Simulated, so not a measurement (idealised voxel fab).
process module | voxel plated lines
cross-section cut | 210 nm wide | cells 5 nm
A cross-section is a grid of square cells, given in bands from the top down. A band is one or more rows of cells.
Each band's line starts with the height of the band's top and of its bottom, in nm. Then come its materials from left to right, each with its width in nm. One material with "throughout" fills the band from edge to edge. "air" is empty space.
Height 0 is the level under which the wafer as received is all one material. The lowest band goes on downwards, as in "0 down".
A width such as "30 to 40" changes by the same amount from each row of cells to the next, from the band's top row to its bottom row.
"no change" after a step means that no cell of the cross-section changed.
closed voids: empty space of 8 cells or more with no open way to the top, each as width x height at its distance from the left edge, in nm
after a step's settings: what the simulator itself notes on the step
overlay nm, on a step with a mask: how far to the right of its planned place the mask lay; to the left if negative
plan
1 op RECEIVE | material Si
2 op CONFORMAL_DEP | material SiN | thk nm 10
3 op DIRECTIONAL_DEP | material TiN | thk nm 5
4 op PATTERN | tone open | mask id LINES | material resist | width nm 20 | pitch nm 45 | thk nm 30 | overlay nm 0
5 op EPI | material Ru | thk nm 10
6 op EPI | material Ru | thk nm 10
7 op STRIP | etch materials resist
8 op DIRECTIONAL_ETCH | etch materials TiN | depth nm 5
9 op CONFORMAL_DEP | material SiCN | thk nm 5
as received, after step 1
  0 down: Si throughout
  closed voids: none
first wafer at the end, as planned
  40 to 35: air 20 | SiCN 30 | air 15 | SiCN 30 | air 15 | SiCN 30 | air 15 | SiCN 30 | air 25
  35 to 15: air 20 | SiCN 5 | Ru 20 | SiCN 5 | air 15 | SiCN 5 | Ru 20 | SiCN 5 | air 15 | SiCN 5 | Ru 20 | SiCN 5 | air 15 | SiCN 5 | Ru 20 | SiCN 5 | air 25
  15 to 10: SiCN 25 | TiN 20 | SiCN 25 | TiN 20 | SiCN 25 | TiN 20 | SiCN 25 | TiN 20 | SiCN 30
  10 to 0: SiN throughout
  0 down: Si throughout
  closed voids: none
second wafer at the end: like start, like plan, one mistake
  40 to 35: air 15 | SiCN 40 | air 5 | SiCN 40 | air 5 | SiCN 40 | air 5 | SiCN 40 | air 20
  35 to 15: air 15 | SiCN 5 | Ru 30 | SiCN 5 | air 5 | SiCN 5 | Ru 30 | SiCN 5 | air 5 | SiCN 5 | Ru 30 | SiCN 5 | air 5 | SiCN 5 | Ru 30 | SiCN 5 | air 20
  15 to 10: SiCN 20 | TiN 30 | SiCN 15 | TiN 30 | SiCN 15 | TiN 30 | SiCN 15 | TiN 30 | SiCN 25
  10 to 0: SiN throughout
  0 down: Si throughout
  closed voids: none
what went wrong: step 4 ran as: op PATTERN | tone open | mask id LINES | material resist | width nm 30 | pitch nm 45 | thk nm 30 | overlay nm 0
at the end the second wafer has, in cells: 32 more of Ru | 8 more of TiN
